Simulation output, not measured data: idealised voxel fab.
Documented hereafter: the process module known as voxel wiring stack.
The cross-section on display is named cut; it measures 210 nm wide, and its cells are 5 nm squares.
Heads up, the way a cross-section reads in here is a grid of square cells, handed over as bands from the top down, with every band being one or more rows of cells.
The band entry comprises the height of the band's top followed by the height of its bottom, expressed in nm, and subsequently the band's materials from left to right, each stated together with its width in nm. Where a single material is marked with the word "everywhere", that material fills the band from edge to edge. The word "empty" represents empty space.
Height reference: 0 = level under which incoming wafer is all one material. Lowest band: no bottom, runs on downward, e.g. "0 down".
A width given as "30->40" starts at the first number in the band's top row and ends at the second number in its bottom row, shifting by an equal amount at every step from row to row.
The cross-section has no changed cell in any step marked "no modifications".
Under "Enclosed voids" you'll find the enclosed gaps, the ones with no way out to the top, that are 8 cells or bigger; each reads width x height at distance, with distance counted from the left edge, everything in nm.
Past the settings on a step's line: simulator remark, on that step.
Among the settings permitted on a step's line is "overlay nm"; applied to a step with a mask, it specifies the extent to which the mask lay to the right of its planned position, whereas a negative figure signifies a position to the left.
Here's what the planned process steps look like
1,RECEIVE (material Si)
2,CONFORMAL_DEP (material SiO2; thk nm 15)
3,CONFORMAL_DEP (material SiCN; thk nm 5)
4,DIRECTIONAL_DEP (material lowk; thk nm 15)
5,PATTERN (tone open; mask id METAL_1; material resist; width nm 30; pitch nm 45; thk nm 15; overlay nm 0)
6,DIRECTIONAL_ETCH (etch materials lowk; depth nm 15)
7,DIRECTIONAL_ETCH (etch materials SiCN; depth nm 5)
8,STRIP (etch materials resist)
9,CONFORMAL_DEP (material TiN; thk nm 5)
10,FILL_DEP (material W; thk nm 5)
11,CMP (height nm 35)
12,CONFORMAL_DEP (material SiCN; thk nm 5)
13,DIRECTIONAL_DEP (material lowk; thk nm 20)
14,PATTERN (tone open; mask id PLUG_1; material resist; width nm 15; pitch nm 45; thk nm 20; overlay nm 0)
15,DIRECTIONAL_ETCH (etch materials lowk; depth nm 20)
16,DIRECTIONAL_ETCH (etch materials SiCN; depth nm 5)
17,STRIP (etch materials resist)
18,CONFORMAL_DEP (material TiN; thk nm 5)
19,FILL_DEP (material Ru; thk nm 10)
20,CMP (height nm 60)
21,DIRECTIONAL_DEP (material TiN; thk nm 5)
22,DIRECTIONAL_DEP (material W; thk nm 25)
23,DIRECTIONAL_DEP (material aC; thk nm 10)
24,PATTERN (tone cover; mask id METAL_2; material resist; width nm 30; pitch nm 45; thk nm 30; overlay nm 0)
25,DIRECTIONAL_ETCH (etch materials aC; depth nm 10)
26,STRIP (etch materials resist)
27,DIRECTIONAL_ETCH (etch materials W; depth nm 25)
28,DIRECTIONAL_ETCH (etch materials TiN; depth nm 5)
29,STRIP (etch materials aC)
30,FILL_DEP (material lowk; thk nm 5)
31,CMP (height nm 90)
32,CONFORMAL_DEP (material SiCN; thk nm 5)
33,DIRECTIONAL_DEP (material SiO2; thk nm 35)
34,PATTERN (tone open; mask id METAL_3_HOLES; material resist; width nm 15; pitch nm 45; thk nm 20; overlay nm 0)
35,DIRECTIONAL_ETCH (etch materials SiO2; depth nm 35)
36,STRIP (etch materials resist)
37,DIRECTIONAL_DEP (material aC; thk nm 15)
38,PATTERN (tone open; mask id METAL_3; material resist; width nm 30; pitch nm 45; thk nm 30; overlay nm 0)
39,DIRECTIONAL_ETCH (etch materials aC; depth nm 15)
40,STRIP (etch materials resist)
41,DIRECTIONAL_ETCH (etch materials SiO2; depth nm 20)
42,DIRECTIONAL_ETCH (etch materials SiCN; depth nm 5)
43,STRIP (etch materials aC)
44,CONFORMAL_DEP (material TiN; thk nm 5)
45,FILL_DEP (material Ru; thk nm 10)
46,CMP (height nm 130)
47,CONFORMAL_DEP (material SiN; thk nm 5)
What follows covers the first of two wafers; it ran as planned
As-received wafer cross-section (after step 1)
> 0 down: Si everywhere
> Enclosed voids: none
After step 2, in cross-section
> 15 to 0: SiO2 everywhere
> Rest of section, below 0: as before.
After step 3, in cross-section
> 20 to 15: SiCN everywhere
> Rest of section, below 15: as before.
After step 4, in cross-section
> 35 to 20: lowk everywhere
> Rest of section, below 20: as before.
After step 5, in cross-section
> 50 to 35: resist (20), empty (30), resist (15), empty (30), resist (15), empty (30), resist (15), empty (30), resist (25)
> Rest of section, below 35: as before.
After step 6, in cross-section
> 50 to 35: resist (20), empty (30), resist (15), empty (30), resist (15), empty (30), resist (15), empty (30), resist (25)
> 35 to 20: lowk (20), empty (30), lowk (15), empty (30), lowk (15), empty (30), lowk (15), empty (30), lowk (25)
> Rest of section, below 20: as before.
After step 7, in cross-section
> 50 to 35: resist (20), empty (30), resist (15), empty (30), resist (15), empty (30), resist (15), empty (30), resist (25)
> 35 to 20: lowk (20), empty (30), lowk (15), empty (30), lowk (15), empty (30), lowk (15), empty (30), lowk (25)
> 20 to 15: SiCN (20), empty (30), SiCN (15), empty (30), SiCN (15), empty (30), SiCN (15), empty (30), SiCN (25)
> Rest of section, below 15: as before.
After step 8, in cross-section
> 35 to 20: lowk (20), empty (30), lowk (15), empty (30), lowk (15), empty (30), lowk (15), empty (30), lowk (25)
> Rest of section, below 20: as before.
After step 9, in cross-section
> 40 to 35: TiN (25), empty (20), TiN (25), empty (20), TiN (25), empty (20), TiN (25), empty (20), TiN (30)
> 35 to 20: lowk (20), TiN (5), empty (20), TiN (5), lowk (15), TiN (5), empty (20), TiN (5), lowk (15), TiN (5), empty (20), TiN (5), lowk (15), TiN (5), empty (20), TiN (5), lowk (25)
> 20 to 15: SiCN (20), TiN (30), SiCN (15), TiN (30), SiCN (15), TiN (30), SiCN (15), TiN (30), SiCN (25)
> Rest of section, below 15: as before.
After step 10, in cross-section
> 45 to 40: W everywhere
> 40 to 35: TiN (25), W (20), TiN (25), W (20), TiN (25), W (20), TiN (25), W (20), TiN (30)
> 35 to 20: lowk (20), TiN (5), W (20), TiN (5), lowk (15), TiN (5), W (20), TiN (5), lowk (15), TiN (5), W (20), TiN (5), lowk (15), TiN (5), W (20), TiN (5), lowk (25)
> Rest of section, below 20: as before.
After step 11, in cross-section
> 35 to 20: lowk (20), TiN (5), W (20), TiN (5), lowk (15), TiN (5), W (20), TiN (5), lowk (15), TiN (5), W (20), TiN (5), lowk (15), TiN (5), W (20), TiN (5), lowk (25)
> Rest of section, below 20: as before.
After step 12, in cross-section
> 40 to 35: SiCN everywhere
> Rest of section, below 35: as before.
After step 13, in cross-section
> 60 to 40: lowk everywhere
> Rest of section, below 40: as before.
After step 14, in cross-section
> 80 to 60: resist (20), empty (15), resist (30), empty (15), resist (30), empty (15), resist (30), empty (15), resist (40)
> Rest of section, below 60: as before.
After step 15, in cross-section
> 80 to 60: resist (20), empty (15), resist (30), empty (15), resist (30), empty (15), resist (30), empty (15), resist (40)
> 60 to 40: lowk (20), empty (15), lowk (30), empty (15), lowk (30), empty (15), lowk (30), empty (15), lowk (40)
> Rest of section, below 40: as before.
After step 16, in cross-section
> 80 to 60: resist (20), empty (15), resist (30), empty (15), resist (30), empty (15), resist (30), empty (15), resist (40)
> 60 to 40: lowk (20), empty (15), lowk (30), empty (15), lowk (30), empty (15), lowk (30), empty (15), lowk (40)
> 40 to 35: SiCN (20), empty (15), SiCN (30), empty (15), SiCN (30), empty (15), SiCN (30), empty (15), SiCN (40)
> Rest of section, below 35: as before.
After step 17, in cross-section
> 60 to 40: lowk (20), empty (15), lowk (30), empty (15), lowk (30), empty (15), lowk (30), empty (15), lowk (40)
> Rest of section, below 40: as before.
After step 18, in cross-section
> 65 to 60: TiN (25), empty (5), TiN (40), empty (5), TiN (40), empty (5), TiN (40), empty (5), TiN (45)
> 60 to 40: lowk (20), TiN (5), empty (5), TiN (5), lowk (30), TiN (5), empty (5), TiN (5), lowk (30), TiN (5), empty (5), TiN (5), lowk (30), TiN (5), empty (5), TiN (5), lowk (40)
> 40 to 35: SiCN (20), TiN (15), SiCN (30), TiN (15), SiCN (30), TiN (15), SiCN (30), TiN (15), SiCN (40)
> Rest of section, below 35: as before.
After step 19, in cross-section
> 75 to 65: Ru everywhere
> 65 to 60: TiN (25), Ru (5), TiN (40), Ru (5), TiN (40), Ru (5), TiN (40), Ru (5), TiN (45)
> 60 to 40: lowk (20), TiN (5), Ru (5), TiN (5), lowk (30), TiN (5), Ru (5), TiN (5), lowk (30), TiN (5), Ru (5), TiN (5), lowk (30), TiN (5), Ru (5), TiN (5), lowk (40)
> Rest of section, below 40: as before.
After step 20, in cross-section
> 60 to 40: lowk (20), TiN (5), Ru (5), TiN (5), lowk (30), TiN (5), Ru (5), TiN (5), lowk (30), TiN (5), Ru (5), TiN (5), lowk (30), TiN (5), Ru (5), TiN (5), lowk (40)
> Rest of section, below 40: as before.
After step 21, in cross-section
> 65 to 60: TiN everywhere
> Rest of section, below 60: as before.
After step 22, in cross-section
> 90 to 65: W everywhere
> Rest of section, below 65: as before.
After step 23, in cross-section
> 100 to 90: aC everywhere
> Rest of section, below 90: as before.
After step 24, in cross-section
> 130 to 100: empty (20), resist (30), empty (15), resist (30), empty (15), resist (30), empty (15), resist (30), empty (25)
> Rest of section, below 100: as before.
After step 25, in cross-section
> 120 to 100: empty (20), resist (30), empty (15), resist (30), empty (15), resist (30), empty (15), resist (30), empty (25)
> 100 to 90: empty (20), aC (30), empty (15), aC (30), empty (15), aC (30), empty (15), aC (30), empty (25)
> Rest of section, below 90: as before.
After step 26, in cross-section
> 100 to 90: empty (20), aC (30), empty (15), aC (30), empty (15), aC (30), empty (15), aC (30), empty (25)
> Rest of section, below 90: as before.
After step 27, in cross-section
> 100 to 90: empty (20), aC (30), empty (15), aC (30), empty (15), aC (30), empty (15), aC (30), empty (25)
> 90 to 65: empty (20), W (30), empty (15), W (30), empty (15), W (30), empty (15), W (30), empty (25)
> Rest of section, below 65: as before.
After step 28, in cross-section
> 100 to 90: empty (20), aC (30), empty (15), aC (30), empty (15), aC (30), empty (15), aC (30), empty (25)
> 90 to 65: empty (20), W (30), empty (15), W (30), empty (15), W (30), empty (15), W (30), empty (25)
> 65 to 60: empty (20), TiN (30), empty (15), TiN (30), empty (15), TiN (30), empty (15), TiN (30), empty (25)
> Rest of section, below 60: as before.
After step 29, in cross-section
> 90 to 65: empty (20), W (30), empty (15), W (30), empty (15), W (30), empty (15), W (30), empty (25)
> Rest of section, below 65: as before.
After step 30, in cross-section
> 95 to 90: lowk everywhere
> 90 to 65: lowk (20), W (30), lowk (15), W (30), lowk (15), W (30), lowk (15), W (30), lowk (25)
> 65 to 60: lowk (20), TiN (30), lowk (15), TiN (30), lowk (15), TiN (30), lowk (15), TiN (30), lowk (25)
> Rest of section, below 60: as before.
After step 31, in cross-section
> 90 to 65: lowk (20), W (30), lowk (15), W (30), lowk (15), W (30), lowk (15), W (30), lowk (25)
> Rest of section, below 65: as before.
After step 32, in cross-section
> 95 to 90: SiCN everywhere
> Rest of section, below 90: as before.
After step 33, in cross-section
> 130 to 95: SiO2 everywhere
> Rest of section, below 95: as before.
After step 34, in cross-section
> 150 to 130: resist (20), empty (15), resist (30), empty (15), resist (30), empty (15), resist (30), empty (15), resist (40)
> Rest of section, below 130: as before.
After step 35, in cross-section
> 150 to 130: resist (20), empty (15), resist (30), empty (15), resist (30), empty (15), resist (30), empty (15), resist (40)
> 130 to 95: SiO2 (20), empty (15), SiO2 (30), empty (15), SiO2 (30), empty (15), SiO2 (30), empty (15), SiO2 (40)
> Rest of section, below 95: as before.
After step 36, in cross-section
> 130 to 95: SiO2 (20), empty (15), SiO2 (30), empty (15), SiO2 (30), empty (15), SiO2 (30), empty (15), SiO2 (40)
> Rest of section, below 95: as before.
After step 37, in cross-section
> 145 to 130: aC (20), empty (15), aC (30), empty (15), aC (30), empty (15), aC (30), empty (15), aC (40)
> 130 to 110: SiO2 (20), empty (15), SiO2 (30), empty (15), SiO2 (30), empty (15), SiO2 (30), empty (15), SiO2 (40)
> 110 to 95: SiO2 (20), aC (15), SiO2 (30), aC (15), SiO2 (30), aC (15), SiO2 (30), aC (15), SiO2 (40)
> Rest of section, below 95: as before.
After step 38, in cross-section
> 175 to 145: resist (20), empty (30), resist (15), empty (30), resist (15), empty (30), resist (15), empty (30), resist (25)
> Rest of section, below 145: as before.
After step 39, in cross-section
> 160 to 145: resist (20), empty (30), resist (15), empty (30), resist (15), empty (30), resist (15), empty (30), resist (25)
> 145 to 130: aC (20), empty (30), aC (15), empty (30), aC (15), empty (30), aC (15), empty (30), aC (25)
> 130 to 95: SiO2 (20), empty (15), SiO2 (30), empty (15), SiO2 (30), empty (15), SiO2 (30), empty (15), SiO2 (40)
> Rest of section, below 95: as before.
After step 40, in cross-section
> 145 to 130: aC (20), empty (30), aC (15), empty (30), aC (15), empty (30), aC (15), empty (30), aC (25)
> Rest of section, below 130: as before.
After step 41, in cross-section
> 145 to 130: aC (20), empty (30), aC (15), empty (30), aC (15), empty (30), aC (15), empty (30), aC (25)
> 130 to 110: SiO2 (20), empty (30), SiO2 (15), empty (30), SiO2 (15), empty (30), SiO2 (15), empty (30), SiO2 (25)
> Rest of section, below 110: as before.
After step 42, in cross-section
> 145 to 130: aC (20), empty (30), aC (15), empty (30), aC (15), empty (30), aC (15), empty (30), aC (25)
> 130 to 110: SiO2 (20), empty (30), SiO2 (15), empty (30), SiO2 (15), empty (30), SiO2 (15), empty (30), SiO2 (25)
> 110 to 95: SiO2 (20), empty (15), SiO2 (30), empty (15), SiO2 (30), empty (15), SiO2 (30), empty (15), SiO2 (40)
> 95 to 90: SiCN (20), empty (15), SiCN (30), empty (15), SiCN (30), empty (15), SiCN (30), empty (15), SiCN (40)
> Rest of section, below 90: as before.
After step 43, in cross-section
> 130 to 110: SiO2 (20), empty (30), SiO2 (15), empty (30), SiO2 (15), empty (30), SiO2 (15), empty (30), SiO2 (25)
> Rest of section, below 110: as before.
After step 44, in cross-section
> 135 to 130: TiN (25), empty (20), TiN (25), empty (20), TiN (25), empty (20), TiN (25), empty (20), TiN (30)
> 130 to 115: SiO2 (20), TiN (5), empty (20), TiN (5), SiO2 (15), TiN (5), empty (20), TiN (5), SiO2 (15), TiN (5), empty (20), TiN (5), SiO2 (15), TiN (5), empty (20), TiN (5), SiO2 (25)
> 115 to 110: SiO2 (20), TiN (5), empty (5), TiN (20), SiO2 (15), TiN (5), empty (5), TiN (20), SiO2 (15), TiN (5), empty (5), TiN (20), SiO2 (15), TiN (5), empty (5), TiN (20), SiO2 (25)
> 110 to 95: SiO2 (20), TiN (5), empty (5), TiN (5), SiO2 (30), TiN (5), empty (5), TiN (5), SiO2 (30), TiN (5), empty (5), TiN (5), SiO2 (30), TiN (5), empty (5), TiN (5), SiO2 (40)
> 95 to 90: SiCN (20), TiN (15), SiCN (30), TiN (15), SiCN (30), TiN (15), SiCN (30), TiN (15), SiCN (40)
> Rest of section, below 90: as before.
After step 45, in cross-section
> 145 to 135: Ru everywhere
> 135 to 130: TiN (25), Ru (20), TiN (25), Ru (20), TiN (25), Ru (20), TiN (25), Ru (20), TiN (30)
> 130 to 115: SiO2 (20), TiN (5), Ru (20), TiN (5), SiO2 (15), TiN (5), Ru (20), TiN (5), SiO2 (15), TiN (5), Ru (20), TiN (5), SiO2 (15), TiN (5), Ru (20), TiN (5), SiO2 (25)
> 115 to 110: SiO2 (20), TiN (5), Ru (5), TiN (20), SiO2 (15), TiN (5), Ru (5), TiN (20), SiO2 (15), TiN (5), Ru (5), TiN (20), SiO2 (15), TiN (5), Ru (5), TiN (20), SiO2 (25)
> 110 to 95: SiO2 (20), TiN (5), Ru (5), TiN (5), SiO2 (30), TiN (5), Ru (5), TiN (5), SiO2 (30), TiN (5), Ru (5), TiN (5), SiO2 (30), TiN (5), Ru (5), TiN (5), SiO2 (40)
> Rest of section, below 95: as before.
After step 46, in cross-section
> 130 to 115: SiO2 (20), TiN (5), Ru (20), TiN (5), SiO2 (15), TiN (5), Ru (20), TiN (5), SiO2 (15), TiN (5), Ru (20), TiN (5), SiO2 (15), TiN (5), Ru (20), TiN (5), SiO2 (25)
> Rest of section, below 115: as before.
After step 47, in cross-section
> 135 to 130: SiN everywhere
> Rest of section, below 130: as before.
Wafer two. Identical start, identical plan. One mistake in execution. Identical history through step 3
Second wafer, cross-section, planned end of step 4
> 30 to 20: lowk everywhere
> Rest of section, below 20: as before.
Second wafer, cross-section, planned end of step 5
> 45 to 30: resist (20), empty (30), resist (15), empty (30), resist (15), empty (30), resist (15), empty (30), resist (25)
> Rest of section, below 30: as before.
Second wafer, cross-section, planned end of step 6
> 45 to 30: resist (20), empty (30), resist (15), empty (30), resist (15), empty (30), resist (15), empty (30), resist (25)
> 30 to 20: lowk (20), empty (30), lowk (15), empty (30), lowk (15), empty (30), lowk (15), empty (30), lowk (25)
> Rest of section, below 20: as before.
Second wafer, cross-section, planned end of step 7
> 45 to 30: resist (20), empty (30), resist (15), empty (30), resist (15), empty (30), resist (15), empty (30), resist (25)
> 30 to 20: lowk (20), empty (30), lowk (15), empty (30), lowk (15), empty (30), lowk (15), empty (30), lowk (25)
> 20 to 15: SiCN (20), empty (30), SiCN (15), empty (30), SiCN (15), empty (30), SiCN (15), empty (30), SiCN (25)
> Rest of section, below 15: as before.
Second wafer, cross-section, planned end of step 8
> 30 to 20: lowk (20), empty (30), lowk (15), empty (30), lowk (15), empty (30), lowk (15), empty (30), lowk (25)
> Rest of section, below 20: as before.
Second wafer, cross-section, planned end of step 9
> 35 to 30: TiN (25), empty (20), TiN (25), empty (20), TiN (25), empty (20), TiN (25), empty (20), TiN (30)
> 30 to 20: lowk (20), TiN (5), empty (20), TiN (5), lowk (15), TiN (5), empty (20), TiN (5), lowk (15), TiN (5), empty (20), TiN (5), lowk (15), TiN (5), empty (20), TiN (5), lowk (25)
> 20 to 15: SiCN (20), TiN (30), SiCN (15), TiN (30), SiCN (15), TiN (30), SiCN (15), TiN (30), SiCN (25)
> Rest of section, below 15: as before.
Second wafer, cross-section, planned end of step 10
> 40 to 35: W everywhere
> 35 to 30: TiN (25), W (20), TiN (25), W (20), TiN (25), W (20), TiN (25), W (20), TiN (30)
> 30 to 20: lowk (20), TiN (5), W (20), TiN (5), lowk (15), TiN (5), W (20), TiN (5), lowk (15), TiN (5), W (20), TiN (5), lowk (15), TiN (5), W (20), TiN (5), lowk (25)
> Rest of section, below 20: as before.
Second wafer, cross-section, planned end of step 11
> 35 to 30: TiN (25), W (20), TiN (25), W (20), TiN (25), W (20), TiN (25), W (20), TiN (30)
> Rest of section, below 30: as before.
Second wafer, cross-section, planned end of step 12
> 40 to 35: SiCN everywhere
> Rest of section, below 35: as before.
Second wafer, cross-section, planned end of step 13
> 60 to 40: lowk everywhere
> Rest of section, below 40: as before.
Second wafer, cross-section, planned end of step 14
> 80 to 60: resist (20), empty (15), resist (30), empty (15), resist (30), empty (15), resist (30), empty (15), resist (40)
> Rest of section, below 60: as before.
Second wafer, cross-section, planned end of step 15
> 80 to 60: resist (20), empty (15), resist (30), empty (15), resist (30), empty (15), resist (30), empty (15), resist (40)
> 60 to 40: lowk (20), empty (15), lowk (30), empty (15), lowk (30), empty (15), lowk (30), empty (15), lowk (40)
> Rest of section, below 40: as before.
Second wafer, cross-section, planned end of step 16
> 80 to 60: resist (20), empty (15), resist (30), empty (15), resist (30), empty (15), resist (30), empty (15), resist (40)
> 60 to 40: lowk (20), empty (15), lowk (30), empty (15), lowk (30), empty (15), lowk (30), empty (15), lowk (40)
> 40 to 35: SiCN (20), empty (15), SiCN (30), empty (15), SiCN (30), empty (15), SiCN (30), empty (15), SiCN (40)
> Rest of section, below 35: as before.
Second wafer, cross-section, planned end of step 17
> 60 to 40: lowk (20), empty (15), lowk (30), empty (15), lowk (30), empty (15), lowk (30), empty (15), lowk (40)
> Rest of section, below 40: as before.
Second wafer, cross-section, planned end of step 18
> 65 to 60: TiN (25), empty (5), TiN (40), empty (5), TiN (40), empty (5), TiN (40), empty (5), TiN (45)
> 60 to 40: lowk (20), TiN (5), empty (5), TiN (5), lowk (30), TiN (5), empty (5), TiN (5), lowk (30), TiN (5), empty (5), TiN (5), lowk (30), TiN (5), empty (5), TiN (5), lowk (40)
> 40 to 35: SiCN (20), TiN (15), SiCN (30), TiN (15), SiCN (30), TiN (15), SiCN (30), TiN (15), SiCN (40)
> Rest of section, below 35: as before.
Second wafer, cross-section, planned end of step 19
> 75 to 65: Ru everywhere
> 65 to 60: TiN (25), Ru (5), TiN (40), Ru (5), TiN (40), Ru (5), TiN (40), Ru (5), TiN (45)
> 60 to 40: lowk (20), TiN (5), Ru (5), TiN (5), lowk (30), TiN (5), Ru (5), TiN (5), lowk (30), TiN (5), Ru (5), TiN (5), lowk (30), TiN (5), Ru (5), TiN (5), lowk (40)
> Rest of section, below 40: as before.
Second wafer, cross-section, planned end of step 20
> 60 to 40: lowk (20), TiN (5), Ru (5), TiN (5), lowk (30), TiN (5), Ru (5), TiN (5), lowk (30), TiN (5), Ru (5), TiN (5), lowk (30), TiN (5), Ru (5), TiN (5), lowk (40)
> Rest of section, below 40: as before.
Second wafer, cross-section, planned end of step 21
> 65 to 60: TiN everywhere
> Rest of section, below 60: as before.
Second wafer, cross-section, planned end of step 22
> 90 to 65: W everywhere
> Rest of section, below 65: as before.
Second wafer, cross-section, planned end of step 23
> 100 to 90: aC everywhere
> Rest of section, below 90: as before.
Second wafer, cross-section, planned end of step 24
> 130 to 100: empty (20), resist (30), empty (15), resist (30), empty (15), resist (30), empty (15), resist (30), empty (25)
> Rest of section, below 100: as before.
Second wafer, cross-section, planned end of step 25
> 120 to 100: empty (20), resist (30), empty (15), resist (30), empty (15), resist (30), empty (15), resist (30), empty (25)
> 100 to 90: empty (20), aC (30), empty (15), aC (30), empty (15), aC (30), empty (15), aC (30), empty (25)
> Rest of section, below 90: as before.
Second wafer, cross-section, planned end of step 26
> 100 to 90: empty (20), aC (30), empty (15), aC (30), empty (15), aC (30), empty (15), aC (30), empty (25)
> Rest of section, below 90: as before.
Second wafer, cross-section, planned end of step 27
> 100 to 90: empty (20), aC (30), empty (15), aC (30), empty (15), aC (30), empty (15), aC (30), empty (25)
> 90 to 65: empty (20), W (30), empty (15), W (30), empty (15), W (30), empty (15), W (30), empty (25)
> Rest of section, below 65: as before.
Second wafer, cross-section, planned end of step 28
> 100 to 90: empty (20), aC (30), empty (15), aC (30), empty (15), aC (30), empty (15), aC (30), empty (25)
> 90 to 65: empty (20), W (30), empty (15), W (30), empty (15), W (30), empty (15), W (30), empty (25)
> 65 to 60: empty (20), TiN (30), empty (15), TiN (30), empty (15), TiN (30), empty (15), TiN (30), empty (25)
> Rest of section, below 60: as before.
Second wafer, cross-section, planned end of step 29
> 90 to 65: empty (20), W (30), empty (15), W (30), empty (15), W (30), empty (15), W (30), empty (25)
> Rest of section, below 65: as before.
Second wafer, cross-section, planned end of step 30
> 95 to 90: lowk everywhere
> 90 to 65: lowk (20), W (30), lowk (15), W (30), lowk (15), W (30), lowk (15), W (30), lowk (25)
> 65 to 60: lowk (20), TiN (30), lowk (15), TiN (30), lowk (15), TiN (30), lowk (15), TiN (30), lowk (25)
> Rest of section, below 60: as before.
Second wafer, cross-section, planned end of step 31
> 90 to 65: lowk (20), W (30), lowk (15), W (30), lowk (15), W (30), lowk (15), W (30), lowk (25)
> Rest of section, below 65: as before.
Second wafer, cross-section, planned end of step 32
> 95 to 90: SiCN everywhere
> Rest of section, below 90: as before.
Second wafer, cross-section, planned end of step 33
> 130 to 95: SiO2 everywhere
> Rest of section, below 95: as before.
Second wafer, cross-section, planned end of step 34
> 150 to 130: resist (20), empty (15), resist (30), empty (15), resist (30), empty (15), resist (30), empty (15), resist (40)
> Rest of section, below 130: as before.
Second wafer, cross-section, planned end of step 35
> 150 to 130: resist (20), empty (15), resist (30), empty (15), resist (30), empty (15), resist (30), empty (15), resist (40)
> 130 to 95: SiO2 (20), empty (15), SiO2 (30), empty (15), SiO2 (30), empty (15), SiO2 (30), empty (15), SiO2 (40)
> Rest of section, below 95: as before.
Second wafer, cross-section, planned end of step 36
> 130 to 95: SiO2 (20), empty (15), SiO2 (30), empty (15), SiO2 (30), empty (15), SiO2 (30), empty (15), SiO2 (40)
> Rest of section, below 95: as before.
Second wafer, cross-section, planned end of step 37
> 145 to 130: aC (20), empty (15), aC (30), empty (15), aC (30), empty (15), aC (30), empty (15), aC (40)
> 130 to 110: SiO2 (20), empty (15), SiO2 (30), empty (15), SiO2 (30), empty (15), SiO2 (30), empty (15), SiO2 (40)
> 110 to 95: SiO2 (20), aC (15), SiO2 (30), aC (15), SiO2 (30), aC (15), SiO2 (30), aC (15), SiO2 (40)
> Rest of section, below 95: as before.
Second wafer, cross-section, planned end of step 38
> 175 to 145: resist (20), empty (30), resist (15), empty (30), resist (15), empty (30), resist (15), empty (30), resist (25)
> Rest of section, below 145: as before.
Second wafer, cross-section, planned end of step 39
> 160 to 145: resist (20), empty (30), resist (15), empty (30), resist (15), empty (30), resist (15), empty (30), resist (25)
> 145 to 130: aC (20), empty (30), aC (15), empty (30), aC (15), empty (30), aC (15), empty (30), aC (25)
> 130 to 95: SiO2 (20), empty (15), SiO2 (30), empty (15), SiO2 (30), empty (15), SiO2 (30), empty (15), SiO2 (40)
> Rest of section, below 95: as before.
Second wafer, cross-section, planned end of step 40
> 145 to 130: aC (20), empty (30), aC (15), empty (30), aC (15), empty (30), aC (15), empty (30), aC (25)
> Rest of section, below 130: as before.
Second wafer, cross-section, planned end of step 41
> 145 to 130: aC (20), empty (30), aC (15), empty (30), aC (15), empty (30), aC (15), empty (30), aC (25)
> 130 to 110: SiO2 (20), empty (30), SiO2 (15), empty (30), SiO2 (15), empty (30), SiO2 (15), empty (30), SiO2 (25)
> Rest of section, below 110: as before.
Second wafer, cross-section, planned end of step 42
> 145 to 130: aC (20), empty (30), aC (15), empty (30), aC (15), empty (30), aC (15), empty (30), aC (25)
> 130 to 110: SiO2 (20), empty (30), SiO2 (15), empty (30), SiO2 (15), empty (30), SiO2 (15), empty (30), SiO2 (25)
> 110 to 95: SiO2 (20), empty (15), SiO2 (30), empty (15), SiO2 (30), empty (15), SiO2 (30), empty (15), SiO2 (40)
> 95 to 90: SiCN (20), empty (15), SiCN (30), empty (15), SiCN (30), empty (15), SiCN (30), empty (15), SiCN (40)
> Rest of section, below 90: as before.
Second wafer, cross-section, planned end of step 43
> 130 to 110: SiO2 (20), empty (30), SiO2 (15), empty (30), SiO2 (15), empty (30), SiO2 (15), empty (30), SiO2 (25)
> Rest of section, below 110: as before.
Second wafer, cross-section, planned end of step 44
> 135 to 130: TiN (25), empty (20), TiN (25), empty (20), TiN (25), empty (20), TiN (25), empty (20), TiN (30)
> 130 to 115: SiO2 (20), TiN (5), empty (20), TiN (5), SiO2 (15), TiN (5), empty (20), TiN (5), SiO2 (15), TiN (5), empty (20), TiN (5), SiO2 (15), TiN (5), empty (20), TiN (5), SiO2 (25)
> 115 to 110: SiO2 (20), TiN (5), empty (5), TiN (20), SiO2 (15), TiN (5), empty (5), TiN (20), SiO2 (15), TiN (5), empty (5), TiN (20), SiO2 (15), TiN (5), empty (5), TiN (20), SiO2 (25)
> 110 to 95: SiO2 (20), TiN (5), empty (5), TiN (5), SiO2 (30), TiN (5), empty (5), TiN (5), SiO2 (30), TiN (5), empty (5), TiN (5), SiO2 (30), TiN (5), empty (5), TiN (5), SiO2 (40)
> 95 to 90: SiCN (20), TiN (15), SiCN (30), TiN (15), SiCN (30), TiN (15), SiCN (30), TiN (15), SiCN (40)
> Rest of section, below 90: as before.
Second wafer, cross-section, planned end of step 45
> 145 to 135: Ru everywhere
> 135 to 130: TiN (25), Ru (20), TiN (25), Ru (20), TiN (25), Ru (20), TiN (25), Ru (20), TiN (30)
> 130 to 115: SiO2 (20), TiN (5), Ru (20), TiN (5), SiO2 (15), TiN (5), Ru (20), TiN (5), SiO2 (15), TiN (5), Ru (20), TiN (5), SiO2 (15), TiN (5), Ru (20), TiN (5), SiO2 (25)
> 115 to 110: SiO2 (20), TiN (5), Ru (5), TiN (20), SiO2 (15), TiN (5), Ru (5), TiN (20), SiO2 (15), TiN (5), Ru (5), TiN (20), SiO2 (15), TiN (5), Ru (5), TiN (20), SiO2 (25)
> 110 to 95: SiO2 (20), TiN (5), Ru (5), TiN (5), SiO2 (30), TiN (5), Ru (5), TiN (5), SiO2 (30), TiN (5), Ru (5), TiN (5), SiO2 (30), TiN (5), Ru (5), TiN (5), SiO2 (40)
> Rest of section, below 95: as before.
Second wafer, cross-section, planned end of step 46
> 130 to 115: SiO2 (20), TiN (5), Ru (20), TiN (5), SiO2 (15), TiN (5), Ru (20), TiN (5), SiO2 (15), TiN (5), Ru (20), TiN (5), SiO2 (15), TiN (5), Ru (20), TiN (5), SiO2 (25)
> Rest of section, below 115: as before.
Second wafer, cross-section, planned end of step 47
> 135 to 130: SiN everywhere
> Rest of section, below 130: as before.
The plan and the run diverged here: so step 4 ended up running with a different setting than we planned, it ran as DIRECTIONAL_DEP (material lowk; thk nm 10)
Bottom line after processing is that, in cells, the second wafer is up or down on some materials versus the first: +18 TiN, -18 lowk
